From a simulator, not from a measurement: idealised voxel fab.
The name of this process module is voxel transistor to metal.
This is section cut - it's 155 nm across, gridded in 5 nm square cells.
Bands, listed from the top down, are how a cross-section gets written in this document; the cross-section itself is a grid of square cells, and a band is one or more rows of them. First you get the band's top height and its bottom height, in nm, and then the materials it's made of, left to right, with each width in nm. If you see a single material with "everywhere", that one covers the band edge to edge. "empty" is empty space. Counting heights begins at 0, where everything beneath is, in the wafer as received, one material. The lowest band has no bottom; it goes on downwards, as "top 0, no bottom" shows. Top row gets the first number, bottom row gets the second, and each row in between changes by the same step: that is how a band width like "30->40" works. When a step is marked "left unchanged", none of the cells in the cross-section changed during that step. "Sealed voids": sealed empty spaces, 8 cells or more, no open way to top, listed width x height at distance, with distance from the left edge and width, height and distance in nm. Read whatever lies past the settings on a step's line as the simulator's own remark about the step. overlay nm: how far to the right of its planned place the mask lay on this masked step (negative: to the left).

Set out below are the planned steps of the process:
| 1 | RECEIVE, material Si |
| 2 | CONFORMAL_DEP, material SiO2, thk nm 5 |
| 3 | CONFORMAL_DEP, material SiN, thk nm 10 |
| 4 | PATTERN, tone cover, mask id ACTIVE, material resist, width nm 105, thk nm 15, overlay nm 0 |
| 5 | DIRECTIONAL_ETCH, etch materials SiN, depth nm 10 |
| 6 | DIRECTIONAL_ETCH, etch materials SiO2, depth nm 5 |
| 7 | DIRECTIONAL_ETCH, etch materials Si, depth nm 35 |
| 8 | STRIP, etch materials resist |
| 9 | OXIDIZE, depth nm 5 |
| 10 | FILL_DEP, material SiO2, thk nm 10 |
| 11 | CMP, height nm 15 |
| 12 | SELECTIVE_ETCH, etch materials SiO2, depth nm 10 |
| 13 | STRIP, etch materials SiN |
| 14 | SELECTIVE_ETCH, etch materials SiO2, depth nm 5 |
| 15 | OXIDIZE, depth nm 5 |
| 16 | DIRECTIONAL_DEP, material polySi, thk nm 20 |
| 17 | DIRECTIONAL_DEP, material SiCN, thk nm 10 |
| 18 | MASKED_ETCH, tone cover, mask id GATE, width nm 25, etch materials SiCN, depth nm 20, overlay nm 0 |
| 19 | MASKED_ETCH, tone cover, mask id GATE, width nm 25, etch materials polySi, depth nm 30, overlay nm 0 |
| 20 | CONFORMAL_DEP, material SiN, thk nm 10 |
| 21 | DIRECTIONAL_ETCH, etch materials SiN, depth nm 10 |
| 22 | DIRECTIONAL_ETCH, etch materials SiO2, depth nm 5 |
| 23 | EPI, material SiGe, thk nm 5 |
| 24 | FILL_DEP, material SiO2, thk nm 10 |
| 25 | CMP, height nm 30 |
| 26 | DIRECTIONAL_DEP, material SiO2, thk nm 10 |
| 27 | MASKED_ETCH, tone open, mask id CONTACT, width nm 25, pitch nm 60, etch materials SiO2, depth nm 40, overlay nm 0 |
| 28 | CONFORMAL_DEP, material TiN, thk nm 5 |
| 29 | FILL_DEP, material Ru, thk nm 5 |
| 30 | CMP, height nm 40 |
| 31 | CONFORMAL_DEP, material SiN, thk nm 5 |
| 32 | DIRECTIONAL_DEP, material SiO2, thk nm 20 |
| 33 | PATTERN, tone open, mask id METAL_1, material resist, width nm 15, pitch nm 70, thk nm 20, overlay nm 0 |
| 34 | DIRECTIONAL_ETCH, etch materials SiO2, depth nm 20 |
| 35 | DIRECTIONAL_ETCH, etch materials SiN, depth nm 5 |
| 36 | STRIP, etch materials resist |
| 37 | CONFORMAL_DEP, material TiN, thk nm 5 |
| 38 | FILL_DEP, material Cu, thk nm 5 |
| 39 | CMP, height nm 65 |
| 40 | EPI, material Ru, thk nm 5 |
| 41 | FILL_DEP, material SiCN, thk nm 5 |
| 42 | DIRECTIONAL_DEP, material lowk, thk nm 35 |
| 43 | DIRECTIONAL_DEP, material aC, thk nm 15 |
| 44 | PATTERN, tone open, mask id METAL_2, material resist, width nm 15, pitch nm 70, thk nm 30, overlay nm 0 |
| 45 | DIRECTIONAL_ETCH, etch materials aC, depth nm 15 |
| 46 | STRIP, etch materials resist |
| 47 | DIRECTIONAL_ETCH, etch materials lowk, depth nm 20 |
| 48 | STRIP, etch materials aC |
| 49 | PATTERN, tone open, mask id METAL_2_HOLES, material resist, width nm 15, pitch nm 70, thk nm 15, overlay nm 0 |
| 50 | DIRECTIONAL_ETCH, etch materials lowk, depth nm 15 |
| 51 | DIRECTIONAL_ETCH, etch materials SiCN, depth nm 5 |
| 52 | STRIP, etch materials resist |
| 53 | CONFORMAL_DEP, material TiN, thk nm 5 |
| 54 | FILL_DEP, material Ru, thk nm 5 |
| 55 | CMP, height nm 110 |
| 56 | CONFORMAL_DEP, material SiCN, thk nm 5 |
The value of thk nm given for step 56 in the plan refers to the first wafer; the wafers vary in this setting and are alike at the start.

First of several wafers, received after step 1, in cross-section:
  top 0, no bottom  Si everywhere
  Sealed voids: none

Wafer rows, end of module: cells per material gained (+) or lost (-) since receipt; closed voids last:
thk nm 5, +8 Cu, +54 Ru, -115 Si, +87 SiCN, +12 SiGe, +49 SiN, +329 SiO2, +94 TiN, +175 lowk, +20 polySi, Sealed voids: none
thk nm 10, +8 Cu, +54 Ru, -115 Si, +118 SiCN, +12 SiGe, +49 SiN, +329 SiO2, +94 TiN, +175 lowk, +20 polySi, Sealed voids: none
thk nm 15, +8 Cu, +54 Ru, -115 Si, +149 SiCN, +12 SiGe, +49 SiN, +329 SiO2, +94 TiN, +175 lowk, +20 polySi, Sealed voids: none
thk nm 20, +8 Cu, +54 Ru, -115 Si, +180 SiCN, +12 SiGe, +49 SiN, +329 SiO2, +94 TiN, +175 lowk, +20 polySi, Sealed voids: none
